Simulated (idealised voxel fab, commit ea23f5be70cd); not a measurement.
process module | voxel local oxidation
cross-section cut | 290 nm wide | cells 5 nm
A cross-section is a grid of square cells, given in bands from the top down. A band is one or more rows of cells.
Each band's line starts with the height of the band's top and of its bottom, in nm. Then come its materials from left to right, each with its width in nm. One material with "throughout" fills the band from edge to edge. "air" is empty space.
Height 0 is the level under which the wafer as received is all one material. The lowest band goes on downwards, as in "0 down".
A width such as "30 to 40" changes by the same amount from each row of cells to the next, from the band's top row to its bottom row.
"no change" after a step means that no cell of the cross-section changed.
closed voids: empty space of 8 cells or more with no open way to the top, each as width x height at its distance from the left edge, in nm
after a step's settings: what the simulator itself notes on the step
overlay nm, on a step with a mask: how far to the right of its planned place the mask lay; to the left if negative
Each pair below shows a cross-section before one step and the cross-section after it, down to the lowest band that changed. The line under each pair gives the step between them, with its settings. The pairs can come from different runs of this module on the same starting wafer, so a pair continues from the pair above only where its "before" says so.
before
  0 down: Si throughout
  closed voids: none
after
  0 to -5: SiO2 throughout
  below -5: unchanged
  closed voids: none
the step between: op OXIDIZE | depth nm 5
before: the cross-section after the pair above
after
  15 to 0: SiN throughout
  below 0: unchanged
  closed voids: none
the step between: op CONFORMAL_DEP | material SiN | thk nm 15
before: the cross-section after the pair above
after
  30 to 15: aC throughout
  below 15: unchanged
  closed voids: none
the step between: op DIRECTIONAL_DEP | material aC | thk nm 15
before: the cross-section after the pair above
after
  65 to 30: air 90 | resist 110 | air 90
  below 30: unchanged
  closed voids: none
the step between: op PATTERN | tone cover | mask id ACTIVE | material resist | width nm 110 | thk nm 35 | overlay nm 0
before: the cross-section after the pair above
after
  50 to 30: air 90 | resist 110 | air 90
  30 to 15: air 90 | aC 110 | air 90
  below 15: unchanged
  closed voids: none
the step between: op DIRECTIONAL_ETCH | etch materials aC | depth nm 15
before: the cross-section after the pair above
after
  30 to 15: air 90 | aC 110 | air 90
  below 15: unchanged
  closed voids: none
the step between: op STRIP | etch materials resist
before: the cross-section after the pair above
after
  30 to 15: air 90 | aC 110 | air 90
  15 to 0: air 90 | SiN 110 | air 90
  below 0: unchanged
  closed voids: none
the step between: op DIRECTIONAL_ETCH | etch materials SiN | depth nm 15
before: the cross-section after the pair above
after
  15 to 0: air 90 | SiN 110 | air 90
  below 0: unchanged
  closed voids: none
the step between: op STRIP | etch materials aC
before: the cross-section after the pair above
after
  15 to 0: air 90 | SiN 110 | air 90
  0 to -5: air 95 | SiO2 100 | air 95
  below -5: unchanged
  closed voids: none
the step between: op SELECTIVE_ETCH | etch materials SiO2 | depth nm 5
before: the cross-section after the pair above
after
  15 to 0: air 90 | SiN 110 | air 90
  0 to -5: air 95 | SiO2 100 | air 95
  -5 to -20: SiO2 110 | Si 70 | SiO2 110
  below -20: unchanged
  closed voids: none
the step between: op OXIDIZE | depth nm 15
before: the cross-section after the pair above
after
  0 to -5: air 95 | SiO2 100 | air 95
  below -5: unchanged
  closed voids: none
the step between: op STRIP | etch materials SiN
before
  50 to 30: air 90 | resist 110 | air 90
  30 to 15: air 90 | aC 110 | air 90
  15 to 0: SiN throughout
  0 to -5: SiO2 throughout
  -5 down: Si throughout
  closed voids: none
after
  50 to 30: air 90 | resist 110 | air 90
  30 to 15: air 90 | aC 110 | air 90
  15 to 0: air 90 | SiN 110 | air 90
  below 0: unchanged
  closed voids: none
the step between: op DIRECTIONAL_ETCH | etch materials SiN | depth nm 15
before: the cross-section after the pair above
after
  15 to 0: air 90 | SiN 110 | air 90
  below 0: unchanged
  closed voids: none
the step between: op STRIP | etch materials aC
before
  50 to 30: air 90 | resist 110 | air 90
  30 to 15: air 90 | aC 110 | air 90
  15 to 0: air 90 | SiN 110 | air 90
  0 to -5: SiO2 throughout
  -5 down: Si throughout
  closed voids: none
after
  30 to 15: air 90 | aC 110 | air 90
  below 15: unchanged
  closed voids: none
the step between: op STRIP | etch materials resist
before
  0 down: Si throughout
  closed voids: none
after
  0 to -10: SiO2 throughout
  below -10: unchanged
  closed voids: none
the step between: op OXIDIZE | depth nm 10
before: the cross-section after the pair above
after
  15 to 0: SiN throughout
  below 0: unchanged
  closed voids: none
the step between: op CONFORMAL_DEP | material SiN | thk nm 15
before: the cross-section after the pair above
after
  30 to 15: aC throughout
  below 15: unchanged
  closed voids: none
the step between: op DIRECTIONAL_DEP | material aC | thk nm 15
before: the cross-section after the pair above
after
  65 to 30: air 90 | resist 110 | air 90
  below 30: unchanged
  closed voids: none
the step between: op PATTERN | tone cover | mask id ACTIVE | material resist | width nm 110 | thk nm 35 | overlay nm 0
before: the cross-section after the pair above
after
  50 to 30: air 90 | resist 110 | air 90
  30 to 15: air 90 | aC 110 | air 90
  below 15: unchanged
  closed voids: none
the step between: op DIRECTIONAL_ETCH | etch materials aC | depth nm 15
before: the cross-section after the pair above
after
  30 to 15: air 90 | aC 110 | air 90
  below 15: unchanged
  closed voids: none
the step between: op STRIP | etch materials resist
before: the cross-section after the pair above
after
  30 to 15: air 90 | aC 110 | air 90
  15 to 0: air 90 | SiN 110 | air 90
  below 0: unchanged
  closed voids: none
the step between: op DIRECTIONAL_ETCH | etch materials SiN | depth nm 15
before: the cross-section after the pair above
after
  15 to 0: air 90 | SiN 110 | air 90
  below 0: unchanged
  closed voids: none
the step between: op STRIP | etch materials aC
before: the cross-section after the pair above
after
  15 to 0: air 90 | SiN 110 | air 90
  0 to -5: air 95 | SiO2 100 | air 95
  below -5: unchanged
  closed voids: none
the step between: op SELECTIVE_ETCH | etch materials SiO2 | depth nm 5
before: the cross-section after the pair above
after
  0 to -5: air 95 | SiO2 100 | air 95
  below -5: unchanged
  closed voids: none
the step between: op STRIP | etch materials SiN
before
  30 to 15: aC throughout
  15 to 0: SiN throughout
  0 to -5: SiO2 throughout
  -5 down: Si throughout
  closed voids: none
after
  65 to 30: air 85 | resist 120 | air 85
  below 30: unchanged
  closed voids: none
the step between: op PATTERN | tone cover | mask id ACTIVE | material resist | width nm 120 | thk nm 35 | overlay nm 0
before: the cross-section after the pair above
after
  50 to 30: air 85 | resist 120 | air 85
  30 to 15: air 85 | aC 120 | air 85
  below 15: unchanged
  closed voids: none
the step between: op DIRECTIONAL_ETCH | etch materials aC | depth nm 15
before: the cross-section after the pair above
after
  30 to 15: air 85 | aC 120 | air 85
  below 15: unchanged
  closed voids: none
the step between: op STRIP | etch materials resist
before: the cross-section after the pair above
after
  30 to 15: air 85 | aC 120 | air 85
  15 to 0: air 85 | SiN 120 | air 85
  below 0: unchanged
  closed voids: none
the step between: op DIRECTIONAL_ETCH | etch materials SiN | depth nm 15
before: the cross-section after the pair above
after
  15 to 0: air 85 | SiN 120 | air 85
  below 0: unchanged
  closed voids: none
the step between: op STRIP | etch materials aC
before: the cross-section after the pair above
after
  15 to 0: air 85 | SiN 120 | air 85
  0 to -5: air 90 | SiO2 110 | air 90
  below -5: unchanged
  closed voids: none
the step between: op SELECTIVE_ETCH | etch materials SiO2 | depth nm 5
before: the cross-section after the pair above
after
  15 to 0: air 85 | SiN 120 | air 85
  0 to -5: air 90 | SiO2 110 | air 90
  -5 to -20: SiO2 105 | Si 80 | SiO2 105
  below -20: unchanged
  closed voids: none
the step between: op OXIDIZE | depth nm 15
before: the cross-section after the pair above
after
  0 to -5: air 90 | SiO2 110 | air 90
  below -5: unchanged
  closed voids: none
the step between: op STRIP | etch materials SiN
before
  30 to 15: aC throughout
  15 to 0: SiN throughout
  0 to -5: SiO2 throughout
  -5 down: Si throughout
  closed voids: none
after
  65 to 30: air 85 | resist 110 | air 95
  below 30: unchanged
  closed voids: none
the step between: op PATTERN | tone cover | mask id ACTIVE | material resist | width nm 110 | thk nm 35 | overlay nm -5
before: the cross-section after the pair above
after
  50 to 30: air 85 | resist 110 | air 95
  30 to 15: air 85 | aC 110 | air 95
  below 15: unchanged
  closed voids: none
the step between: op DIRECTIONAL_ETCH | etch materials aC | depth nm 15
before: the cross-section after the pair above
after
  30 to 15: air 85 | aC 110 | air 95
  below 15: unchanged
  closed voids: none
the step between: op STRIP | etch materials resist
before: the cross-section after the pair above
after
  30 to 15: air 85 | aC 110 | air 95
  15 to 0: air 85 | SiN 110 | air 95
  below 0: unchanged
  closed voids: none
the step between: op DIRECTIONAL_ETCH | etch materials SiN | depth nm 15
before: the cross-section after the pair above
after
  15 to 0: air 85 | SiN 110 | air 95
  below 0: unchanged
  closed voids: none
the step between: op STRIP | etch materials aC
before: the cross-section after the pair above
after
  15 to 0: air 85 | SiN 110 | air 95
  0 to -5: air 90 | SiO2 100 | air 100
  below -5: unchanged
  closed voids: none
the step between: op SELECTIVE_ETCH | etch materials SiO2 | depth nm 5
before: the cross-section after the pair above
after
  15 to 0: air 85 | SiN 110 | air 95
  0 to -5: air 90 | SiO2 100 | air 100
  -5 to -20: SiO2 105 | Si 70 | SiO2 115
  below -20: unchanged
  closed voids: none
the step between: op OXIDIZE | depth nm 15
before: the cross-section after the pair above
after
  0 to -5: air 90 | SiO2 100 | air 100
  below -5: unchanged
  closed voids: none
the step between: op STRIP | etch materials SiN
before
  15 to 0: SiN throughout
  0 to -5: SiO2 throughout
  -5 down: Si throughout
  closed voids: none
after
  30 to 15: SiO2 throughout
  below 15: unchanged
  closed voids: none
the step between: op DIRECTIONAL_DEP | material SiO2 | thk nm 15
before: the cross-section after the pair above
after
  65 to 30: air 90 | resist 110 | air 90
  below 30: unchanged
  closed voids: none
the step between: op PATTERN | tone cover | mask id ACTIVE | material resist | width nm 110 | thk nm 35 | overlay nm 0
before: the cross-section after the pair above
after
  50 to 30: air 90 | resist 110 | air 90
  below 30: unchanged
  closed voids: none
the step between: op DIRECTIONAL_ETCH | etch materials aC | depth nm 15
before: the cross-section after the pair above
after
  30 to 15: SiO2 throughout
  below 15: unchanged
  closed voids: none
the step between: op STRIP | etch materials resist
before: the cross-section after the pair above
after
  25 to 15: SiO2 throughout
  below 15: unchanged
  closed voids: none
the step between: op SELECTIVE_ETCH | etch materials SiO2 | depth nm 5
before
  30 to 15: aC throughout
  15 to 0: SiN throughout
  0 to -5: SiO2 throughout
  -5 down: Si throughout
  closed voids: none
after
  65 to 30: resist 90 | air 110 | resist 90
  below 30: unchanged
  closed voids: none
the step between: op PATTERN | tone open | mask id ACTIVE | material resist | width nm 110 | thk nm 35 | overlay nm 0
before: the cross-section after the pair above
after
  50 to 30: resist 90 | air 110 | resist 90
  30 to 15: aC 90 | air 110 | aC 90
  below 15: unchanged
  closed voids: none
the step between: op DIRECTIONAL_ETCH | etch materials aC | depth nm 15
before: the cross-section after the pair above
after
  30 to 15: aC 90 | air 110 | aC 90
  below 15: unchanged
  closed voids: none
the step between: op STRIP | etch materials resist
before: the cross-section after the pair above
after
  30 to 15: aC 90 | air 110 | aC 90
  15 to 0: SiN 90 | air 110 | SiN 90
  below 0: unchanged
  closed voids: none
the step between: op DIRECTIONAL_ETCH | etch materials SiN | depth nm 15
before: the cross-section after the pair above
after
  15 to 0: SiN 90 | air 110 | SiN 90
  below 0: unchanged
  closed voids: none
the step between: op STRIP | etch materials aC
before: the cross-section after the pair above
after
  15 to 0: SiN 90 | air 110 | SiN 90
  0 to -5: SiO2 85 | air 120 | SiO2 85
  below -5: unchanged
  closed voids: none
the step between: op SELECTIVE_ETCH | etch materials SiO2 | depth nm 5
before: the cross-section after the pair above
after
  15 to 0: SiN 90 | air 110 | SiN 90
  0 to -5: SiO2 85 | air 120 | SiO2 85
  -5 to -20: Si 70 | SiO2 150 | Si 70
  below -20: unchanged
  closed voids: none
the step between: op OXIDIZE | depth nm 15
before: the cross-section after the pair above
after
  0 to -5: SiO2 85 | air 120 | SiO2 85
  below -5: unchanged
  closed voids: none
the step between: op STRIP | etch materials SiN
